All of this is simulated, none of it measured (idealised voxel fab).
Process module heading - voxel spacer lines
Section cut is 265 nm wide and gridded with 5 nm square cells.
Square cells in a grid make up a cross-section in this document, and the grid is given as bands, listed from the top down, each one or more rows of cells.
Top, bottom (nm), then materials left to right with widths (nm); lone material tagged "all across" fills the whole band edge to edge; "air" = empty space.
We count height from 0. Below that, the starting wafer is all one material. The lowest band never ends at the bottom but goes on down; see "0 -> down" for how that is written.
When a width is written as two numbers, as in "30..40", the first number is the width in the top row of cells of the band and the second is the width in its bottom row, and the width changes by the same amount from each row to the next.
Basically "nothing different" means that step didn't change any cell in the cross-section.
Each empty space that has no open way to the top and spans at least 8 cells appears under "Unvented internal voids" as width x height at distance, the distance counted from the left edge, all in nm.
Heads up: the bit after the settings on a step's line is the simulator's remark on that step.
overlay nm: where the mask lay relative to plan, measured to the right, on steps with a mask; negatives go left.

# Listed below are the process steps as planned
| 1 | RECEIVE with material Si |
| 2 | CONFORMAL_DEP with material SiO2, thk nm 5 |
| 3 | DIRECTIONAL_DEP with material TiN, thk nm 20 |
| 4 | DIRECTIONAL_DEP with material polySi, thk nm 25 |
| 5 | PATTERN with tone cover, mask id MANDREL, material resist, width nm 15, pitch nm 60, thk nm 35, overlay nm 0 |
| 6 | DIRECTIONAL_ETCH with etch materials polySi, depth nm 25 |
| 7 | STRIP with etch materials resist |
| 8 | CONFORMAL_DEP with material SiN, thk nm 15 |
| 9 | DIRECTIONAL_ETCH with etch materials SiN, depth nm 15 |
| 10 | STRIP with etch materials polySi |
| 11 | DIRECTIONAL_ETCH with etch materials TiN, depth nm 20 |
| 12 | STRIP with etch materials SiN |

# Cross-sectional view of the wafer in its as-received condition, corresponding to the state after step 1
- 0 -> down  Si all across
- Unvented internal voids: none

# Figure: cross-sectional view of the wafer upon completion of the module, processed from the initial state and according to the plan depicted above, with one error introduced during execution
- 25 -> 5  air 80, TiN 45, air 15, TiN 45, air 80
- 5 -> 0  SiO2 all across
- 0 -> down  Si all across
- Unvented internal voids: none
The plan and the run diverged here: steps 10 and 11 got flipped, so each one ran where the other should have
